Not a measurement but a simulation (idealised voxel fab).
Documented hereafter: the process module known as voxel wiring stack.
Square cells of 5 nm make up the cross-section cut, whose width is 175 nm.
The cross-sections in this document take the form of a grid made of square cells. They are written out as bands, in order from top to bottom. Each band consists of one or more rows of cells. Top, bottom (nm), then materials left to right with widths (nm); lone material tagged "everywhere" fills the whole band edge to edge; "air" = empty space. Heights are reckoned from 0. Under this level, the received wafer is all of one material. The bottommost band is open-ended downward, for example "0 down". The two numbers in a width such as "30->40" mark its ends across the band: the first belongs to the top row of cells, the second to the bottom row, and from each row to the next the width moves by the same amount. "no change occurred" (step): cross-section cells unchanged, all of them. "Closed-off voids" contains a list of empty spaces, each no smaller than 8 cells and without an open way to the top, written in the form width x height at distance with the distance from the left edge and all three in nm. Anything after a step's settings on that line? It's the simulator's own note about the step. The "overlay nm" setting may appear on a step's line; for a step that uses a mask, it gives how far to the right of its planned position the mask lay, and a negative value indicates the left.

### So here's the lineup of process steps we planned
1: op RECEIVE | material Si
2: op CONFORMAL_DEP | material SiO2 | thk nm 10
3: op CONFORMAL_DEP | material SiCN | thk nm 5
4: op DIRECTIONAL_DEP | material SiO2 | thk nm 25
5: op DIRECTIONAL_DEP | material aC | thk nm 15
6: op PATTERN | tone open | mask id METAL_1 | material resist | width nm 25 | pitch nm 40 | thk nm 30 | overlay nm 0
7: op DIRECTIONAL_ETCH | etch materials aC | depth nm 15
8: op STRIP | etch materials resist
9: op DIRECTIONAL_ETCH | etch materials SiO2 | depth nm 25
10: op DIRECTIONAL_ETCH | etch materials SiCN | depth nm 5
11: op STRIP | etch materials aC
12: op CONFORMAL_DEP | material TiN | thk nm 5
13: op FILL_DEP | material Ru | thk nm 5
14: op CMP | height nm 40
15: op EPI | material Ru | thk nm 5
16: op FILL_DEP | material SiCN | thk nm 5
17: op DIRECTIONAL_DEP | material SiO2 | thk nm 25
18: op MASKED_ETCH | tone open | mask id METAL_2 | width nm 25 | pitch nm 40 | etch materials SiO2 | depth nm 15 | overlay nm 0
19: op PATTERN | tone open | mask id METAL_2_HOLES | material resist | width nm 15 | pitch nm 40 | thk nm 15 | overlay nm 0
20: op DIRECTIONAL_ETCH | etch materials SiO2 | depth nm 10
21: op DIRECTIONAL_ETCH | etch materials SiCN | depth nm 5
22: op STRIP | etch materials resist
23: op CONFORMAL_DEP | material TiN | thk nm 5
24: op FILL_DEP | material Cu | thk nm 5
25: op CMP | height nm 75
26: op CONFORMAL_DEP | material SiCN | thk nm 5

### What follows covers the first of two wafers; it ran as planned

### Cross-section of the incoming wafer, state after step 1
	0 down: Si everywhere
	Closed-off voids: none

### Presented here is a cross-section of the wafer after step 2 has been performed
	10 to 0: SiO2 everywhere
	Below 0 it's all the same as before, nothing changed down there.

### Presented here is a cross-section of the wafer after step 3 has been performed
	15 to 10: SiCN everywhere
	Below 10 it's all the same as before, nothing changed down there.

### Presented here is a cross-section of the wafer after step 4 has been performed
	40 to 15: SiO2 everywhere
	Below 15 it's all the same as before, nothing changed down there.

### Presented here is a cross-section of the wafer after step 5 has been performed
	55 to 40: aC everywhere
	Below 40 it's all the same as before, nothing changed down there.

### Presented here is a cross-section of the wafer after step 6 has been performed
	85 to 55: resist 35  air 25  resist 15  air 25  resist 15  air 25  resist 35
	Below 55 it's all the same as before, nothing changed down there.

### Presented here is a cross-section of the wafer after step 7 has been performed
	70 to 55: resist 35  air 25  resist 15  air 25  resist 15  air 25  resist 35
	55 to 40: aC 35  air 25  aC 15  air 25  aC 15  air 25  aC 35
	Below 40 it's all the same as before, nothing changed down there.

### Presented here is a cross-section of the wafer after step 8 has been performed
	55 to 40: aC 35  air 25  aC 15  air 25  aC 15  air 25  aC 35
	Below 40 it's all the same as before, nothing changed down there.

### Presented here is a cross-section of the wafer after step 9 has been performed
	55 to 40: aC 35  air 25  aC 15  air 25  aC 15  air 25  aC 35
	40 to 15: SiO2 35  air 25  SiO2 15  air 25  SiO2 15  air 25  SiO2 35
	Below 15 it's all the same as before, nothing changed down there.

### Presented here is a cross-section of the wafer after step 10 has been performed
	55 to 40: aC 35  air 25  aC 15  air 25  aC 15  air 25  aC 35
	40 to 15: SiO2 35  air 25  SiO2 15  air 25  SiO2 15  air 25  SiO2 35
	15 to 10: SiCN 35  air 25  SiCN 15  air 25  SiCN 15  air 25  SiCN 35
	Below 10 it's all the same as before, nothing changed down there.

### Presented here is a cross-section of the wafer after step 11 has been performed
	40 to 15: SiO2 35  air 25  SiO2 15  air 25  SiO2 15  air 25  SiO2 35
	Below 15 it's all the same as before, nothing changed down there.

### Presented here is a cross-section of the wafer after step 12 has been performed
	45 to 40: TiN 40  air 15  TiN 25  air 15  TiN 25  air 15  TiN 40
	40 to 15: SiO2 35  TiN 5  air 15  TiN 5  SiO2 15  TiN 5  air 15  TiN 5  SiO2 15  TiN 5  air 15  TiN 5  SiO2 35
	15 to 10: SiCN 35  TiN 25  SiCN 15  TiN 25  SiCN 15  TiN 25  SiCN 35
	Below 10 it's all the same as before, nothing changed down there.

### Presented here is a cross-section of the wafer after step 13 has been performed
	50 to 45: Ru everywhere
	45 to 40: TiN 40  Ru 15  TiN 25  Ru 15  TiN 25  Ru 15  TiN 40
	40 to 15: SiO2 35  TiN 5  Ru 15  TiN 5  SiO2 15  TiN 5  Ru 15  TiN 5  SiO2 15  TiN 5  Ru 15  TiN 5  SiO2 35
	Below 15 it's all the same as before, nothing changed down there.

### Presented here is a cross-section of the wafer after step 14 has been performed
	40 to 15: SiO2 35  TiN 5  Ru 15  TiN 5  SiO2 15  TiN 5  Ru 15  TiN 5  SiO2 15  TiN 5  Ru 15  TiN 5  SiO2 35
	Below 15 it's all the same as before, nothing changed down there.

### Presented here is a cross-section of the wafer after step 15 has been performed
	45 to 40: air 30  Ru 35  air 5  Ru 35  air 5  Ru 35  air 30
	Below 40 it's all the same as before, nothing changed down there.

### Presented here is a cross-section of the wafer after step 16 has been performed
	50 to 45: SiCN everywhere
	45 to 40: SiCN 30  Ru 35  SiCN 5  Ru 35  SiCN 5  Ru 35  SiCN 30
	Below 40 it's all the same as before, nothing changed down there.

### Presented here is a cross-section of the wafer after step 17 has been performed
	75 to 50: SiO2 everywhere
	Below 50 it's all the same as before, nothing changed down there.

### Presented here is a cross-section of the wafer after step 18 has been performed
	75 to 60: SiO2 35  air 25  SiO2 15  air 25  SiO2 15  air 25  SiO2 35
	Below 60 it's all the same as before, nothing changed down there.

### Presented here is a cross-section of the wafer after step 19 has been performed
	90 to 75: resist 35  air 15  resist 25  air 15  resist 25  air 15  resist 45
	75 to 60: SiO2 35  air 15  resist 10  SiO2 15  air 15  resist 10  SiO2 15  air 15  resist 10  SiO2 35
	Below 60 it's all the same as before, nothing changed down there.

### Presented here is a cross-section of the wafer after step 20 has been performed
	90 to 75: resist 35  air 15  resist 25  air 15  resist 25  air 15  resist 45
	75 to 60: SiO2 35  air 15  resist 10  SiO2 15  air 15  resist 10  SiO2 15  air 15  resist 10  SiO2 35
	60 to 50: SiO2 35  air 15  SiO2 25  air 15  SiO2 25  air 15  SiO2 45
	Below 50 it's all the same as before, nothing changed down there.

### Presented here is a cross-section of the wafer after step 21 has been performed
	90 to 75: resist 35  air 15  resist 25  air 15  resist 25  air 15  resist 45
	75 to 60: SiO2 35  air 15  resist 10  SiO2 15  air 15  resist 10  SiO2 15  air 15  resist 10  SiO2 35
	60 to 50: SiO2 35  air 15  SiO2 25  air 15  SiO2 25  air 15  SiO2 45
	50 to 45: SiCN 35  air 15  SiCN 25  air 15  SiCN 25  air 15  SiCN 45
	Below 45 it's all the same as before, nothing changed down there.

### Presented here is a cross-section of the wafer after step 22 has been performed
	75 to 60: SiO2 35  air 25  SiO2 15  air 25  SiO2 15  air 25  SiO2 35
	Below 60 it's all the same as before, nothing changed down there.

### Presented here is a cross-section of the wafer after step 23 has been performed
	80 to 75: TiN 40  air 15  TiN 25  air 15  TiN 25  air 15  TiN 40
	75 to 65: SiO2 35  TiN 5  air 15  TiN 5  SiO2 15  TiN 5  air 15  TiN 5  SiO2 15  TiN 5  air 15  TiN 5  SiO2 35
	65 to 60: SiO2 35  TiN 5  air 5  TiN 15  SiO2 15  TiN 5  air 5  TiN 15  SiO2 15  TiN 5  air 5  TiN 15  SiO2 35
	60 to 50: SiO2 35  TiN 5  air 5  TiN 5  SiO2 25  TiN 5  air 5  TiN 5  SiO2 25  TiN 5  air 5  TiN 5  SiO2 45
	50 to 45: SiCN 35  TiN 15  SiCN 25  TiN 15  SiCN 25  TiN 15  SiCN 45
	Below 45 it's all the same as before, nothing changed down there.

### Presented here is a cross-section of the wafer after step 24 has been performed
	85 to 80: Cu everywhere
	80 to 75: TiN 40  Cu 15  TiN 25  Cu 15  TiN 25  Cu 15  TiN 40
	75 to 65: SiO2 35  TiN 5  Cu 15  TiN 5  SiO2 15  TiN 5  Cu 15  TiN 5  SiO2 15  TiN 5  Cu 15  TiN 5  SiO2 35
	65 to 60: SiO2 35  TiN 5  Cu 5  TiN 15  SiO2 15  TiN 5  Cu 5  TiN 15  SiO2 15  TiN 5  Cu 5  TiN 15  SiO2 35
	60 to 50: SiO2 35  TiN 5  Cu 5  TiN 5  SiO2 25  TiN 5  Cu 5  TiN 5  SiO2 25  TiN 5  Cu 5  TiN 5  SiO2 45
	Below 50 it's all the same as before, nothing changed down there.

### Presented here is a cross-section of the wafer after step 25 has been performed
	75 to 65: SiO2 35  TiN 5  Cu 15  TiN 5  SiO2 15  TiN 5  Cu 15  TiN 5  SiO2 15  TiN 5  Cu 15  TiN 5  SiO2 35
	Below 65 it's all the same as before, nothing changed down there.

### Presented here is a cross-section of the wafer after step 26 has been performed
	80 to 75: SiCN everywhere
	Below 75 it's all the same as before, nothing changed down there.

### Second wafer. Start and plan as for the first. One mistake made in running. Agrees with the first up to and including step 17

### Here is the second wafer in cross-section at the point where step 18 of the plan should have been done
	75 to 60: SiO2 45  air 25  SiO2 15  air 25  SiO2 15  air 25  SiO2 25
	Below 60 it's all the same as before, nothing changed down there.

### Here is the second wafer in cross-section at the point where step 19 of the plan should have been done
	90 to 75: resist 35  air 15  resist 25  air 15  resist 25  air 15  resist 45
	75 to 60: SiO2 45  air 5  resist 20  SiO2 15  air 5  resist 20  SiO2 15  air 5  resist 20  SiO2 25
	Below 60 it's all the same as before, nothing changed down there.

### Here is the second wafer in cross-section at the point where step 20 of the plan should have been done
	90 to 75: resist 35  air 15  resist 25  air 15  resist 25  air 15  resist 45
	75 to 65: SiO2 35  air 15  resist 20  SiO2 5  air 15  resist 20  SiO2 5  air 15  resist 20  SiO2 25
	65 to 60: SiO2 45  air 5  resist 20  SiO2 15  air 5  resist 20  SiO2 15  air 5  resist 20  SiO2 25
	60 to 50: SiO2 45  air 5  SiO2 35  air 5  SiO2 35  air 5  SiO2 45
	Below 50 it's all the same as before, nothing changed down there.

### Here is the second wafer in cross-section at the point where step 21 of the plan should have been done
	90 to 75: resist 35  air 15  resist 25  air 15  resist 25  air 15  resist 45
	75 to 65: SiO2 35  air 15  resist 20  SiO2 5  air 15  resist 20  SiO2 5  air 15  resist 20  SiO2 25
	65 to 60: SiO2 45  air 5  resist 20  SiO2 15  air 5  resist 20  SiO2 15  air 5  resist 20  SiO2 25
	60 to 50: SiO2 45  air 5  SiO2 35  air 5  SiO2 35  air 5  SiO2 45
	50 to 45: SiCN 45  air 5  SiCN 35  air 5  SiCN 35  air 5  SiCN 45
	Below 45 it's all the same as before, nothing changed down there.

### Here is the second wafer in cross-section at the point where step 22 of the plan should have been done
	75 to 65: SiO2 35  air 35  SiO2 5  air 35  SiO2 5  air 35  SiO2 25
	65 to 60: SiO2 45  air 25  SiO2 15  air 25  SiO2 15  air 25  SiO2 25
	Below 60 it's all the same as before, nothing changed down there.

### Here is the second wafer in cross-section at the point where step 23 of the plan should have been done
	80 to 75: TiN 40  air 25  TiN 15  air 25  TiN 15  air 25  TiN 30
	75 to 65: SiO2 35  TiN 5->15  air 25->15  TiN 5  SiO2 5  TiN 5->15  air 25->15  TiN 5  SiO2 5  TiN 5->15  air 25->15  TiN 5  SiO2 25
	65 to 60: SiO2 45  TiN 25  SiO2 15  TiN 25  SiO2 15  TiN 25  SiO2 25
	60 to 50: SiO2 45  TiN 5  SiO2 35  TiN 5  SiO2 35  TiN 5  SiO2 45
	50 to 45: SiCN 45  TiN 5  SiCN 35  TiN 5  SiCN 35  TiN 5  SiCN 45
	Below 45 it's all the same as before, nothing changed down there.

### Here is the second wafer in cross-section at the point where step 24 of the plan should have been done
	85 to 80: Cu everywhere
	80 to 75: TiN 40  Cu 25  TiN 15  Cu 25  TiN 15  Cu 25  TiN 30
	75 to 65: SiO2 35  TiN 5->15  Cu 25->15  TiN 5  SiO2 5  TiN 5->15  Cu 25->15  TiN 5  SiO2 5  TiN 5->15  Cu 25->15  TiN 5  SiO2 25
	Below 65 it's all the same as before, nothing changed down there.

### Here is the second wafer in cross-section at the point where step 25 of the plan should have been done
	75 to 65: SiO2 35  TiN 5->15  Cu 25->15  TiN 5  SiO2 5  TiN 5->15  Cu 25->15  TiN 5  SiO2 5  TiN 5->15  Cu 25->15  TiN 5  SiO2 25
	Below 65 it's all the same as before, nothing changed down there.

### Here is the second wafer in cross-section at the point where step 26 of the plan should have been done
	80 to 75: SiCN everywhere
	Below 75 it's all the same as before, nothing changed down there.
Error vs. plan: step 18 went in with a setting other than planned; the actual run was op MASKED_ETCH | tone open | mask id METAL_2 | width nm 25 | pitch nm 40 | etch materials SiO2 | depth nm 15 | overlay nm 10
The second wafer ends with more or fewer cells of some materials than the first, per final count: Cu: 3 fewer | SiCN: 6 more | TiN: 3 fewer
